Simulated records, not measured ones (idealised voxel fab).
The process module presented herein is designated voxel air gaps.
Xsec cut, 260 nm wide, square cell size 5 nm.
A cross-section is a grid of square cells, given in bands from the top down. A band is one or more rows of cells. Heads up on the band format: heights come first, top then bottom, in nm. After that it's the materials left to right, each with its width in nm. A single material flagged "full width" fills the whole band edge to edge, and "empty" means there's empty space there. Height reference: 0 = level under which incoming wafer is all one material. Lowest band: no bottom, runs on downward, e.g. "from 0 down". Width spec "30 to 40" -> top row of cells at first value, bottom row at second value, equal per-row change in between. Basically "nothing was modified" means that step didn't change any cell in the cross-section. "Entrapped voids" means: voids of 8 cells or more that are shut off from the top with no open way through. Written width x height at distance, distance from the left edge, in nm. On each step's line, the part that comes after the settings is the simulator's own comment on the step. Among the settings permitted on a step's line is "overlay nm"; applied to a step with a mask, it specifies the extent to which the mask lay to the right of its planned position, whereas a negative figure signifies a position to the left.
Intended process steps:
1: RECEIVE, material Si
2: CONFORMAL_DEP, material SiO2, thk nm 15
3: CONFORMAL_DEP, material SiCN, thk nm 5
4: DIRECTIONAL_DEP, material lowk, thk nm 35
5: DIRECTIONAL_DEP, material aC, thk nm 15
6: PATTERN, tone open, mask id LINES, material resist, width nm 25, pitch nm 50, thk nm 35, overlay nm 0
7: DIRECTIONAL_ETCH, etch materials aC, depth nm 15
8: STRIP, etch materials resist
9: DIRECTIONAL_ETCH, etch materials lowk, depth nm 35
10: STRIP, etch materials aC
11: CONFORMAL_DEP, material TiN, thk nm 5
12: FILL_DEP, material Cu, thk nm 5
13: CMP, height nm 55
14: EPI, material Ru, thk nm 10
15: SELECTIVE_ETCH, etch materials lowk, depth nm 45
16: CONFORMAL_DEP, material SiCN, thk nm 5
Where the wafers of this document differ is in the thk nm of step 16; they start out the same, and the plan states the value that applied to the first wafer.
Cross-section of the first of several wafers as received (after step 1):
	from 0 down | Si full width
	Entrapped voids: none
Cross-sectional representation of the first of several wafers at the end of the module, i.e. after its terminal step, step 16:
	from 70 to 65 | 25 empty; 205 SiCN; 30 empty
	from 65 to 55 | 25 empty; 5 SiCN; 45 Ru; 5 SiCN; 45 Ru; 5 SiCN; 45 Ru; 5 SiCN; 45 Ru; 5 SiCN; 30 empty
	from 55 to 50 | 25 empty; 15 SiCN; 5 TiN; 15 Cu; 5 TiN; 25 SiCN; 5 TiN; 15 Cu; 5 TiN; 25 SiCN; 5 TiN; 15 Cu; 5 TiN; 25 SiCN; 5 TiN; 15 Cu; 5 TiN; 15 SiCN; 30 empty
	from 50 to 25 | 35 empty; 5 SiCN; 5 TiN; 15 Cu; 5 TiN; 5 SiCN; 15 empty; 5 SiCN; 5 TiN; 15 Cu; 5 TiN; 5 SiCN; 15 empty; 5 SiCN; 5 TiN; 15 Cu; 5 TiN; 5 SiCN; 15 empty; 5 SiCN; 5 TiN; 15 Cu; 5 TiN; 5 SiCN; 40 empty
	from 25 to 20 | 40 SiCN; 25 TiN; 25 SiCN; 25 TiN; 25 SiCN; 25 TiN; 25 SiCN; 25 TiN; 45 SiCN
	from 20 to 15 | SiCN full width
	from 15 to 0 | SiO2 full width
	from 0 down | Si full width
	Entrapped voids: 15 x 25 at 70; 15 x 25 at 120; 15 x 25 at 170
Cross-sectional view, end of module, last wafer of several:
	from 85 to 65 | 10 empty; 235 SiCN; 15 empty
	from 65 to 55 | 10 empty; 20 SiCN; 45 Ru; 5 SiCN; 45 Ru; 5 SiCN; 45 Ru; 5 SiCN; 45 Ru; 20 SiCN; 15 empty
	from 55 to 50 | 10 empty; 30 SiCN; 5 TiN; 15 Cu; 5 TiN; 25 SiCN; 5 TiN; 15 Cu; 5 TiN; 25 SiCN; 5 TiN; 15 Cu; 5 TiN; 25 SiCN; 5 TiN; 15 Cu; 5 TiN; 30 SiCN; 15 empty
	from 50 to 40 | 10 empty; 30 SiCN; 5 TiN; 15 Cu; 5 TiN; 5 SiCN; 15 empty; 5 SiCN; 5 TiN; 15 Cu; 5 TiN; 5 SiCN; 15 empty; 5 SiCN; 5 TiN; 15 Cu; 5 TiN; 5 SiCN; 15 empty; 5 SiCN; 5 TiN; 15 Cu; 5 TiN; 30 SiCN; 15 empty
	from 40 to 25 | 40 SiCN; 5 TiN; 15 Cu; 5 TiN; 5 SiCN; 15 empty; 5 SiCN; 5 TiN; 15 Cu; 5 TiN; 5 SiCN; 15 empty; 5 SiCN; 5 TiN; 15 Cu; 5 TiN; 5 SiCN; 15 empty; 5 SiCN; 5 TiN; 15 Cu; 5 TiN; 45 SiCN
	from 25 to 20 | 40 SiCN; 25 TiN; 25 SiCN; 25 TiN; 25 SiCN; 25 TiN; 25 SiCN; 25 TiN; 45 SiCN
	from 20 to 15 | SiCN full width
	from 15 to 0 | SiO2 full width
	from 0 down | Si full width
	Entrapped voids: 15 x 25 at 70; 15 x 25 at 120; 15 x 25 at 170
each wafer at the end: cells of each material gained (+) or lost (-) since it was received, then its closed voids:
thk nm 5, +72 Cu, +72 Ru, +196 SiCN, +156 SiO2, +68 TiN, Entrapped voids: 15 x 25 at 70; 15 x 25 at 120; 15 x 25 at 170
thk nm 10, +72 Cu, +72 Ru, +274 SiCN, +156 SiO2, +68 TiN, Entrapped voids: 15 x 25 at 70; 15 x 25 at 120; 15 x 25 at 170
thk nm 15, +72 Cu, +72 Ru, +352 SiCN, +156 SiO2, +68 TiN, Entrapped voids: 15 x 25 at 70; 15 x 25 at 120; 15 x 25 at 170
thk nm 20, +72 Cu, +72 Ru, +426 SiCN, +156 SiO2, +68 TiN, Entrapped voids: 15 x 25 at 70; 15 x 25 at 120; 15 x 25 at 170
